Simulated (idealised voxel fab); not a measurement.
Process module, titled voxel capacitor over wiring
The width of the displayed cross-section, cut, is 285 nm; its cells are square, with a size of 5 nm.
This document writes a cross-section as a grid whose cells are square, and gives it as bands, listed from the top down; one or more rows of cells form a band. Top, bottom (nm), then materials left to right with widths (nm); lone material tagged "throughout" fills the whole band edge to edge; "blank" = empty space. Zero point of the height axis is 0; under it, received wafer = one material. Lowest band: continues down indefinitely, "z 0 and below". Note: "30 to 40" means the width goes from the first number (top row of the band) to the second number (bottom row) in equal steps per row of cells. "everything unchanged", as given for a step, is the statement that not any cell of the cross-section underwent a change during that step. The list in "Fully enclosed voids" covers empty spaces of 8 cells or more that cannot reach the top through any open way, and it gives each as width x height at distance; the distance is from the left edge, and width, height and distance are in nm. It should be noted that, on the line of a given step, the content following the step's settings is a remark produced by the simulator itself with respect to that step. "overlay nm", when on a step's line for a step with a mask, measures how far to the right of its planned place the mask lay; a negative measure means to the left.
So here's the lineup of process steps we planned
1) RECEIVE, material Si
2) CONFORMAL_DEP, material SiO2, thk nm 15
3) CONFORMAL_DEP, material SiN, thk nm 5
4) DIRECTIONAL_DEP, material SiO2, thk nm 20
5) MASKED_ETCH, tone open, mask id METAL_1, width nm 25, pitch nm 80, etch materials SiO2, depth nm 20, overlay nm 0
6) MASKED_ETCH, tone open, mask id METAL_1, width nm 25, pitch nm 80, etch materials SiN, depth nm 5, overlay nm 0
7) CONFORMAL_DEP, material TiN, thk nm 5
8) FILL_DEP, material W, thk nm 5
9) CMP, height nm 40
10) CONFORMAL_DEP, material SiCN, thk nm 5
11) DIRECTIONAL_DEP, material SiO2, thk nm 20
12) PATTERN, tone open, mask id PLUG_1, material resist, width nm 15, thk nm 20, overlay nm 0
13) DIRECTIONAL_ETCH, etch materials SiO2, depth nm 20
14) DIRECTIONAL_ETCH, etch materials SiCN, depth nm 5
15) STRIP, etch materials resist
16) CONFORMAL_DEP, material TiN, thk nm 5
17) FILL_DEP, material Ru, thk nm 10
18) CMP, height nm 65
19) DIRECTIONAL_DEP, material TiN, thk nm 5
20) DIRECTIONAL_DEP, material HfO2, thk nm 5
21) DIRECTIONAL_DEP, material TiN, thk nm 5
22) DIRECTIONAL_DEP, material aC, thk nm 15
23) PATTERN, tone cover, mask id UPPER_PLATE, material resist, width nm 60, thk nm 35, overlay nm 0
24) DIRECTIONAL_ETCH, etch materials aC, depth nm 15
25) STRIP, etch materials resist
26) DIRECTIONAL_ETCH, etch materials TiN, depth nm 5
27) DIRECTIONAL_ETCH, etch materials HfO2, depth nm 5
28) STRIP, etch materials aC
29) DIRECTIONAL_DEP, material aC, thk nm 15
30) PATTERN, tone cover, mask id LOWER_PLATE, material resist, width nm 70, thk nm 30, overlay nm 0
31) DIRECTIONAL_ETCH, etch materials aC, depth nm 15
32) STRIP, etch materials resist
33) DIRECTIONAL_ETCH, etch materials TiN, depth nm 5
34) STRIP, etch materials aC
35) FILL_DEP, material SiO2, thk nm 20
36) CMP, height nm 95
37) PATTERN, tone open, mask id PLUG_2, material resist, width nm 15, thk nm 20, overlay nm 0
38) DIRECTIONAL_ETCH, etch materials SiO2, depth nm 15
39) STRIP, etch materials resist
40) CONFORMAL_DEP, material TiN, thk nm 5
41) FILL_DEP, material Cu, thk nm 10
42) CMP, height nm 95
43) CONFORMAL_DEP, material SiN, thk nm 5
Cross-section: wafer on arrival = after step 1
- z 0 and below = Si throughout
- Fully enclosed voids: none
Cross-section: first of two wafers, module finished, run according to plan
- z 100 to 95 = SiN throughout
- z 95 to 85 = SiO2 110 nm / TiN 5 nm / Cu 5 nm / TiN 5 nm / SiO2 160 nm
- z 85 to 75 = SiO2 110 to 100 nm / TiN 15 to 60 nm / SiO2 160 to 125 nm
- z 75 to 70 = SiO2 100 nm / HfO2 60 nm / SiO2 125 nm
- z 70 to 65 = SiO2 95 nm / TiN 70 nm / SiO2 120 nm
- z 65 to 45 = SiO2 100 nm / TiN 5 nm / Ru 5 nm / TiN 5 nm / SiO2 170 nm
- z 45 to 40 = SiCN 100 nm / TiN 15 nm / SiCN 170 nm
- z 40 to 20 = SiO2 90 nm / TiN 5 nm / W 15 nm / TiN 5 nm / SiO2 55 nm / TiN 5 nm / W 15 nm / TiN 5 nm / SiO2 90 nm
- z 20 to 15 = SiN 90 nm / TiN 25 nm / SiN 55 nm / TiN 25 nm / SiN 90 nm
- z 15 to 0 = SiO2 throughout
- z 0 and below = Si throughout
- Fully enclosed voids: none
Cross-sectional image of the second wafer of the two following completion of the module. Starting state and process plan were the same as for the first wafer; one execution error occurred
- z 100 to 95 = SiN throughout
- z 95 to 85 = SiO2 110 nm / TiN 5 nm / Cu 5 nm / TiN 5 nm / SiO2 160 nm
- z 85 to 75 = SiO2 110 to 100 nm / TiN 15 to 60 nm / SiO2 160 to 125 nm
- z 75 to 70 = SiN throughout
- z 70 to 65 = TiN throughout
- z 65 to 45 = SiO2 100 nm / TiN 5 nm / Ru 5 nm / TiN 5 nm / SiO2 170 nm
- z 45 to 40 = SiCN 100 nm / TiN 15 nm / SiCN 170 nm
- z 40 to 20 = SiO2 90 nm / TiN 5 nm / W 15 nm / TiN 5 nm / SiO2 55 nm / TiN 5 nm / W 15 nm / TiN 5 nm / SiO2 90 nm
- z 20 to 15 = SiN 90 nm / TiN 25 nm / SiN 55 nm / TiN 25 nm / SiN 90 nm
- z 15 to 0 = SiO2 throughout
- z 0 and below = Si throughout
- Fully enclosed voids: none
What was done differently from what was planned? step 20 was run on a setting that differed from the plan, and what really ran there is DIRECTIONAL_DEP, material SiN, thk nm 5
Final comparison by cell count, materials where the second wafer has more or fewer than the first: HfO2: 12 fewer, SiN: 57 more, SiO2: 88 fewer, TiN: 43 more
